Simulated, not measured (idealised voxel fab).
process module | voxel capacitor over wiring
cross-section cut | 260 nm wide | cells 5 nm
A cross-section is a grid of square cells, given in bands from the top down. A band is one or more rows of cells.
Each band's line starts with the height of the band's top and of its bottom, in nm. Then come its materials from left to right, each with its width in nm. One material with "throughout" fills the band from edge to edge. "air" is empty space.
Height 0 is the level under which the wafer as received is all one material. The lowest band goes on downwards, as in "0 down".
A width such as "30 to 40" changes by the same amount from each row of cells to the next, from the band's top row to its bottom row.
"no change" after a step means that no cell of the cross-section changed.
closed voids: empty space of 8 cells or more with no open way to the top, each as width x height at its distance from the left edge, in nm
after a step's settings: what the simulator itself notes on the step
overlay nm, on a step with a mask: how far to the right of its planned place the mask lay; to the left if negative
plan
1 op RECEIVE | material Si
2 op CONFORMAL_DEP | material SiO2 | thk nm 15
3 op CONFORMAL_DEP | material SiCN | thk nm 5
4 op DIRECTIONAL_DEP | material lowk | thk nm 25
5 op DIRECTIONAL_DEP | material aC | thk nm 10
6 op PATTERN | tone open | mask id METAL_1 | material resist | width nm 20 | pitch nm 80 | thk nm 30 | overlay nm 0
7 op DIRECTIONAL_ETCH | etch materials aC | depth nm 10
8 op STRIP | etch materials resist
9 op DIRECTIONAL_ETCH | etch materials lowk | depth nm 25
10 op DIRECTIONAL_ETCH | etch materials SiCN | depth nm 5
11 op STRIP | etch materials aC
12 op CONFORMAL_DEP | material TiN | thk nm 5
13 op FILL_DEP | material Ru | thk nm 5
14 op CMP | height nm 45
15 op EPI | material Ru | thk nm 5
16 op FILL_DEP | material SiCN | thk nm 5
17 op DIRECTIONAL_DEP | material SiO2 | thk nm 20
18 op MASKED_ETCH | tone open | mask id PLUG_1 | width nm 15 | etch materials SiO2 | depth nm 20 | overlay nm 0
19 op MASKED_ETCH | tone open | mask id PLUG_1 | width nm 15 | etch materials SiCN | depth nm 5 | overlay nm 0
20 op CONFORMAL_DEP | material TiN | thk nm 5
21 op FILL_DEP | material W | thk nm 10
22 op CMP | height nm 75
23 op DIRECTIONAL_DEP | material TiN | thk nm 5
24 op DIRECTIONAL_DEP | material Al2O3 | thk nm 5
25 op DIRECTIONAL_DEP | material TiN | thk nm 10
26 op PATTERN | tone cover | mask id UPPER_PLATE | material resist | width nm 65 | thk nm 15 | overlay nm 0
27 op DIRECTIONAL_ETCH | etch materials TiN | depth nm 10
28 op DIRECTIONAL_ETCH | etch materials Al2O3 | depth nm 5
29 op STRIP | etch materials resist
30 op PATTERN | tone cover | mask id LOWER_PLATE | material resist | width nm 75 | thk nm 15 | overlay nm 0
31 op DIRECTIONAL_ETCH | etch materials TiN | depth nm 5
32 op STRIP | etch materials resist
33 op FILL_DEP | material SiO2 | thk nm 20
34 op CMP | height nm 110
35 op PATTERN | tone open | mask id PLUG_2 | material resist | width nm 15 | thk nm 15 | overlay nm 0
36 op DIRECTIONAL_ETCH | etch materials SiO2 | depth nm 15
37 op STRIP | etch materials resist
38 op CONFORMAL_DEP | material TiN | thk nm 5
39 op FILL_DEP | material Ru | thk nm 10
40 op CMP | height nm 110
41 op CONFORMAL_DEP | material SiCN | thk nm 5
as received, after step 1
  0 down: Si throughout
  closed voids: none
a wafer at the end: this start, this plan, one mistake
  115 to 110: SiCN throughout
  110 to 95: lowk throughout
  95 to 85: lowk 85 | TiN 65 | lowk 110
  85 to 80: lowk 85 | Al2O3 65 | lowk 110
  80 to 75: lowk 80 | TiN 75 | lowk 105
  75 to 55: SiO2 85 | TiN 5 | W 5 | TiN 5 | SiO2 160
  55 to 50: SiCN 85 | TiN 15 | SiCN 160
  50 to 45: SiCN 75 | Ru 30 | SiCN 50 | Ru 30 | SiCN 75
  45 to 20: lowk 80 | TiN 5 | Ru 10 | TiN 5 | lowk 60 | TiN 5 | Ru 10 | TiN 5 | lowk 80
  20 to 15: SiCN 80 | TiN 20 | SiCN 60 | TiN 20 | SiCN 80
  15 to 0: SiO2 throughout
  0 down: Si throughout
  closed voids: none
what went wrong: step 33 ran as: op FILL_DEP | material lowk | thk nm 20
